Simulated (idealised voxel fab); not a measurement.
process module | voxel wiring stack
cross-section cut | 215 nm wide | cells 5 nm
A cross-section is a grid of square cells, given in bands from the top down. A band is one or more rows of cells.
Each band's line starts with the height of the band's top and of its bottom, in nm. Then come its materials from left to right, each with its width in nm. One material with "throughout" fills the band from edge to edge. "air" is empty space.
Height 0 is the level under which the wafer as received is all one material. The lowest band goes on downwards, as in "0 down".
A width such as "30 to 40" changes by the same amount from each row of cells to the next, from the band's top row to its bottom row.
"no change" after a step means that no cell of the cross-section changed.
closed voids: empty space of 8 cells or more with no open way to the top, each as width x height at its distance from the left edge, in nm
after a step's settings: what the simulator itself notes on the step
overlay nm, on a step with a mask: how far to the right of its planned place the mask lay; to the left if negative
plan
1 op RECEIVE | material Si
2 op CONFORMAL_DEP | material SiO2 | thk nm 15
3 op DIRECTIONAL_DEP | material TiN | thk nm 5
4 op DIRECTIONAL_DEP | material W | thk nm 25
5 op PATTERN | tone cover | mask id METAL_1 | material resist | width nm 25 | pitch nm 40 | thk nm 15 | overlay nm 0
6 op DIRECTIONAL_ETCH | etch materials W | depth nm 25
7 op DIRECTIONAL_ETCH | etch materials TiN | depth nm 5
8 op STRIP | etch materials resist
9 op FILL_DEP | material lowk | thk nm 10
10 op CMP | height nm 45
11 op CONFORMAL_DEP | material SiCN | thk nm 5
12 op DIRECTIONAL_DEP | material SiO2 | thk nm 30
13 op DIRECTIONAL_DEP | material aC | thk nm 10
14 op PATTERN | tone open | mask id METAL_2 | material resist | width nm 25 | pitch nm 40 | thk nm 25 | overlay nm 0
15 op DIRECTIONAL_ETCH | etch materials aC | depth nm 10
16 op STRIP | etch materials resist
17 op DIRECTIONAL_ETCH | etch materials SiO2 | depth nm 15
18 op STRIP | etch materials aC
19 op MASKED_ETCH | tone open | mask id METAL_2_HOLES | width nm 15 | pitch nm 40 | etch materials SiO2 | depth nm 15 | overlay nm 0
20 op MASKED_ETCH | tone open | mask id METAL_2_HOLES | width nm 15 | pitch nm 40 | etch materials SiCN | depth nm 5 | overlay nm 0
21 op CONFORMAL_DEP | material TiN | thk nm 5
22 op FILL_DEP | material Cu | thk nm 10
23 op CMP | height nm 80
24 op CONFORMAL_DEP | material SiN | thk nm 5
first wafer, as planned
as received, after step 1
  0 down: Si throughout
  closed voids: none
after step 2
  15 to 0: SiO2 throughout
  below 0: unchanged
after step 3
  20 to 15: TiN throughout
  below 15: unchanged
after step 4
  45 to 20: W throughout
  below 20: unchanged
after step 5
  60 to 45: air 35 | resist 25 | air 15 | resist 25 | air 15 | resist 25 | air 15 | resist 25 | air 35
  below 45: unchanged
after step 6
  60 to 45: air 35 | resist 25 | air 15 | resist 25 | air 15 | resist 25 | air 15 | resist 25 | air 35
  45 to 20: air 35 | W 25 | air 15 | W 25 | air 15 | W 25 | air 15 | W 25 | air 35
  below 20: unchanged
after step 7
  60 to 45: air 35 | resist 25 | air 15 | resist 25 | air 15 | resist 25 | air 15 | resist 25 | air 35
  45 to 20: air 35 | W 25 | air 15 | W 25 | air 15 | W 25 | air 15 | W 25 | air 35
  20 to 15: air 35 | TiN 25 | air 15 | TiN 25 | air 15 | TiN 25 | air 15 | TiN 25 | air 35
  below 15: unchanged
after step 8
  45 to 20: air 35 | W 25 | air 15 | W 25 | air 15 | W 25 | air 15 | W 25 | air 35
  below 20: unchanged
after step 9
  55 to 45: lowk throughout
  45 to 20: lowk 35 | W 25 | lowk 15 | W 25 | lowk 15 | W 25 | lowk 15 | W 25 | lowk 35
  20 to 15: lowk 35 | TiN 25 | lowk 15 | TiN 25 | lowk 15 | TiN 25 | lowk 15 | TiN 25 | lowk 35
  below 15: unchanged
after step 10
  45 to 20: lowk 35 | W 25 | lowk 15 | W 25 | lowk 15 | W 25 | lowk 15 | W 25 | lowk 35
  below 20: unchanged
after step 11
  50 to 45: SiCN throughout
  below 45: unchanged
after step 12
  80 to 50: SiO2 throughout
  below 50: unchanged
after step 13
  90 to 80: aC throughout
  below 80: unchanged
after step 14
  115 to 90: resist 35 | air 25 | resist 15 | air 25 | resist 15 | air 25 | resist 15 | air 25 | resist 35
  below 90: unchanged
after step 15
  105 to 90: resist 35 | air 25 | resist 15 | air 25 | resist 15 | air 25 | resist 15 | air 25 | resist 35
  90 to 80: aC 35 | air 25 | aC 15 | air 25 | aC 15 | air 25 | aC 15 | air 25 | aC 35
  below 80: unchanged
after step 16
  90 to 80: aC 35 | air 25 | aC 15 | air 25 | aC 15 | air 25 | aC 15 | air 25 | aC 35
  below 80: unchanged
after step 17
  90 to 80: aC 35 | air 25 | aC 15 | air 25 | aC 15 | air 25 | aC 15 | air 25 | aC 35
  80 to 65: SiO2 35 | air 25 | SiO2 15 | air 25 | SiO2 15 | air 25 | SiO2 15 | air 25 | SiO2 35
  below 65: unchanged
after step 18
  80 to 65: SiO2 35 | air 25 | SiO2 15 | air 25 | SiO2 15 | air 25 | SiO2 15 | air 25 | SiO2 35
  below 65: unchanged
after step 19
  80 to 65: SiO2 35 | air 25 | SiO2 15 | air 25 | SiO2 15 | air 25 | SiO2 15 | air 25 | SiO2 35
  65 to 50: SiO2 35 | air 15 | SiO2 25 | air 15 | SiO2 25 | air 15 | SiO2 25 | air 15 | SiO2 45
  below 50: unchanged
after step 20
  80 to 65: SiO2 35 | air 25 | SiO2 15 | air 25 | SiO2 15 | air 25 | SiO2 15 | air 25 | SiO2 35
  65 to 50: SiO2 35 | air 15 | SiO2 25 | air 15 | SiO2 25 | air 15 | SiO2 25 | air 15 | SiO2 45
  50 to 45: SiCN 35 | air 15 | SiCN 25 | air 15 | SiCN 25 | air 15 | SiCN 25 | air 15 | SiCN 45
  below 45: unchanged
after step 21
  85 to 80: TiN 40 | air 15 | TiN 25 | air 15 | TiN 25 | air 15 | TiN 25 | air 15 | TiN 40
  80 to 70: SiO2 35 | TiN 5 | air 15 | TiN 5 | SiO2 15 | TiN 5 | air 15 | TiN 5 | SiO2 15 | TiN 5 | air 15 | TiN 5 | SiO2 15 | TiN 5 | air 15 | TiN 5 | SiO2 35
  70 to 65: SiO2 35 | TiN 5 | air 5 | TiN 15 | SiO2 15 | TiN 5 | air 5 | TiN 15 | SiO2 15 | TiN 5 | air 5 | TiN 15 | SiO2 15 | TiN 5 | air 5 | TiN 15 | SiO2 35
  65 to 50: SiO2 35 | TiN 5 | air 5 | TiN 5 | SiO2 25 | TiN 5 | air 5 | TiN 5 | SiO2 25 | TiN 5 | air 5 | TiN 5 | SiO2 25 | TiN 5 | air 5 | TiN 5 | SiO2 45
  50 to 45: SiCN 35 | TiN 15 | SiCN 25 | TiN 15 | SiCN 25 | TiN 15 | SiCN 25 | TiN 15 | SiCN 45
  below 45: unchanged
after step 22
  95 to 85: Cu throughout
  85 to 80: TiN 40 | Cu 15 | TiN 25 | Cu 15 | TiN 25 | Cu 15 | TiN 25 | Cu 15 | TiN 40
  80 to 70: SiO2 35 | TiN 5 | Cu 15 | TiN 5 | SiO2 15 | TiN 5 | Cu 15 | TiN 5 | SiO2 15 | TiN 5 | Cu 15 | TiN 5 | SiO2 15 | TiN 5 | Cu 15 | TiN 5 | SiO2 35
  70 to 65: SiO2 35 | TiN 5 | Cu 5 | TiN 15 | SiO2 15 | TiN 5 | Cu 5 | TiN 15 | SiO2 15 | TiN 5 | Cu 5 | TiN 15 | SiO2 15 | TiN 5 | Cu 5 | TiN 15 | SiO2 35
  65 to 50: SiO2 35 | TiN 5 | Cu 5 | TiN 5 | SiO2 25 | TiN 5 | Cu 5 | TiN 5 | SiO2 25 | TiN 5 | Cu 5 | TiN 5 | SiO2 25 | TiN 5 | Cu 5 | TiN 5 | SiO2 45
  below 50: unchanged
after step 23
  80 to 70: SiO2 35 | TiN 5 | Cu 15 | TiN 5 | SiO2 15 | TiN 5 | Cu 15 | TiN 5 | SiO2 15 | TiN 5 | Cu 15 | TiN 5 | SiO2 15 | TiN 5 | Cu 15 | TiN 5 | SiO2 35
  below 70: unchanged
after step 24
  85 to 80: SiN throughout
  below 80: unchanged
second wafer: like start, like plan, one mistake. Through step 11 it matches the first wafer
when step 12 should have ended
  80 to 45: SiCN throughout
  below 45: unchanged
when step 13 should have ended
  90 to 80: aC throughout
  below 80: unchanged
when step 14 should have ended
  115 to 90: resist 35 | air 25 | resist 15 | air 25 | resist 15 | air 25 | resist 15 | air 25 | resist 35
  below 90: unchanged
when step 15 should have ended
  105 to 90: resist 35 | air 25 | resist 15 | air 25 | resist 15 | air 25 | resist 15 | air 25 | resist 35
  90 to 80: aC 35 | air 25 | aC 15 | air 25 | aC 15 | air 25 | aC 15 | air 25 | aC 35
  below 80: unchanged
when step 16 should have ended
  90 to 80: aC 35 | air 25 | aC 15 | air 25 | aC 15 | air 25 | aC 15 | air 25 | aC 35
  below 80: unchanged
when step 17 should have ended: no change
when step 18 should have ended
  80 to 45: SiCN throughout
  below 45: unchanged
when step 19 should have ended: no change
when step 20 should have ended
  80 to 75: SiCN 35 | air 15 | SiCN 25 | air 15 | SiCN 25 | air 15 | SiCN 25 | air 15 | SiCN 45
  below 75: unchanged
when step 21 should have ended
  85 to 80: TiN 40 | air 5 | TiN 35 | air 5 | TiN 35 | air 5 | TiN 35 | air 5 | TiN 50
  80 to 75: SiCN 35 | TiN 15 | SiCN 25 | TiN 15 | SiCN 25 | TiN 15 | SiCN 25 | TiN 15 | SiCN 45
  below 75: unchanged
when step 22 should have ended
  95 to 85: Cu throughout
  85 to 80: TiN 40 | Cu 5 | TiN 35 | Cu 5 | TiN 35 | Cu 5 | TiN 35 | Cu 5 | TiN 50
  below 80: unchanged
when step 23 should have ended
  80 to 75: SiCN 35 | TiN 15 | SiCN 25 | TiN 15 | SiCN 25 | TiN 15 | SiCN 25 | TiN 15 | SiCN 45
  below 75: unchanged
when step 24 should have ended
  85 to 80: SiN throughout
  below 80: unchanged
what went wrong: step 12 ran as: op DIRECTIONAL_DEP | material SiCN | thk nm 30
at the end the second wafer has, in cells: 40 fewer of Cu | 258 more of SiCN | 162 fewer of SiO2 | 56 fewer of TiN
